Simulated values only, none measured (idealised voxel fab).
Name of the process module below: voxel wiring stack
Shown is cross-section cut, with a width of 205 nm and square cells of size 5 nm.
Cross-section layout: square cells on a grid; listed as bands, top to bottom; a band spans one or more cell rows. Top, bottom (nm), then materials left to right with widths (nm); lone material tagged "edge to edge" fills the whole band edge to edge; "blank" = empty space. Ref level 0: as-received wafer is one material below here. Bottom band extends down with no lower bound ("0..down"). With a width like "30->40", each row of cells in the band differs from the next by the same amount, the top row carrying the first number and the bottom row the second. Any step labelled "no modifications" changed none of the cells in the cross-section. "Non-vented voids" contains a list of empty spaces, each no smaller than 8 cells and without an open way to the top, written in the form width x height at distance with the distance from the left edge and all three in nm. Post-settings text on a step line: simulator's own remark regarding the step. Regarding "overlay nm": on a step with a mask, it is the distance the mask lay to the right of its planned place; a negative value places it to the left.

STEPS IN THE PROCESS PLAN
step 1: RECEIVE, material Si
step 2: CONFORMAL_DEP, material SiO2, thk nm 10
step 3: CONFORMAL_DEP, material SiCN, thk nm 5
step 4: DIRECTIONAL_DEP, material SiO2, thk nm 25
step 5: PATTERN, tone open, mask id METAL_1, material resist, width nm 25, pitch nm 40, thk nm 20, overlay nm 0
step 6: DIRECTIONAL_ETCH, etch materials SiO2, depth nm 25
step 7: DIRECTIONAL_ETCH, etch materials SiCN, depth nm 5
step 8: STRIP, etch materials resist
step 9: CONFORMAL_DEP, material TiN, thk nm 5
step 10: FILL_DEP, material Cu, thk nm 10
step 11: CMP, height nm 40
step 12: CONFORMAL_DEP, material SiCN, thk nm 5
step 13: DIRECTIONAL_DEP, material SiO2, thk nm 15
step 14: DIRECTIONAL_DEP, material aC, thk nm 15
step 15: PATTERN, tone open, mask id PLUG_1, material resist, width nm 15, thk nm 30, overlay nm 0
step 16: DIRECTIONAL_ETCH, etch materials aC, depth nm 15
step 17: STRIP, etch materials resist
step 18: DIRECTIONAL_ETCH, etch materials SiO2, depth nm 15
step 19: DIRECTIONAL_ETCH, etch materials SiCN, depth nm 5
step 20: STRIP, etch materials aC
step 21: EPI, material Ru, thk nm 10
step 22: EPI, material Ru, thk nm 10
step 23: DIRECTIONAL_DEP, material TiN, thk nm 5
step 24: DIRECTIONAL_DEP, material Ru, thk nm 15
step 25: DIRECTIONAL_DEP, material aC, thk nm 10
step 26: PATTERN, tone cover, mask id METAL_2, material resist, width nm 25, pitch nm 40, thk nm 25, overlay nm 0
step 27: DIRECTIONAL_ETCH, etch materials aC, depth nm 10
step 28: STRIP, etch materials resist
step 29: DIRECTIONAL_ETCH, etch materials Ru, depth nm 15
step 30: DIRECTIONAL_ETCH, etch materials TiN, depth nm 5
step 31: STRIP, etch materials aC
step 32: CONFORMAL_DEP, material SiCN, thk nm 5
step 33: FILL_DEP, material SiO2, thk nm 10
step 34: CMP, height nm 80
step 35: CONFORMAL_DEP, material SiN, thk nm 5

CROSS-SECTION, INCOMING MATERIAL, AFTER STEP 1
* 0..down | Si edge to edge
* Non-vented voids: none

CROSS-SECTION: FIRST OF TWO WAFERS, MODULE FINISHED, RUN ACCORDING TO PLAN
* 85..80 | SiN edge to edge
* 80..65 | SiO2: 65, SiCN: 5, Ru: 25, SiCN: 5, SiO2: 5, SiCN: 5, Ru: 25, SiCN: 5, SiO2: 65
* 65..60 | SiCN: 70, TiN: 25, SiCN: 15, TiN: 25, SiCN: 70
* 60..45 | SiO2: 70, Ru: 15, SiO2: 120
* 45..40 | SiCN: 70, Ru: 15, SiCN: 120
* 40..15 | SiO2: 70, TiN: 5, Cu: 15, TiN: 5, SiO2: 15, TiN: 5, Cu: 15, TiN: 5, SiO2: 70
* 15..10 | SiCN: 70, TiN: 25, SiCN: 15, TiN: 25, SiCN: 70
* 10..0 | SiO2 edge to edge
* 0..down | Si edge to edge
* Non-vented voids: none

CROSS-SECTION AT END OF MODULE FOR THE SECOND WAFER OF TWO, WHICH MATCHED THE FIRST IN STARTING POINT AND PLAN AND DIFFERED BY ONE MISTAKE IN ITS PROCESSING
* 85..80 | SiN edge to edge
* 80..65 | SiO2: 65, SiCN: 5, Ru: 25, SiCN: 5, SiO2: 5, SiCN: 5, Ru: 25, SiCN: 5, SiO2: 65
* 65..60 | SiCN: 70, TiN: 25, SiCN: 15, TiN: 25, SiCN: 70
* 60..45 | SiO2: 70, Ru: 15, SiO2: 120
* 45..40 | SiCN: 70, Ru: 15, SiCN: 120
* 40..35 | SiCN: 70, TiN: 25, SiCN: 15, TiN: 25, SiCN: 70
* 35..0 | SiO2 edge to edge
* 0..down | Si edge to edge
* Non-vented voids: none
Which mistake was made when the wafer was run? the executed order of steps 3 and 4 is the reverse of that specified in the plan, each step having taken the other's position
Upon completion, the second wafer contains, in terms of cells, a greater or smaller amount of certain materials than the first wafer: Cu -30; SiO2 +50; TiN -20
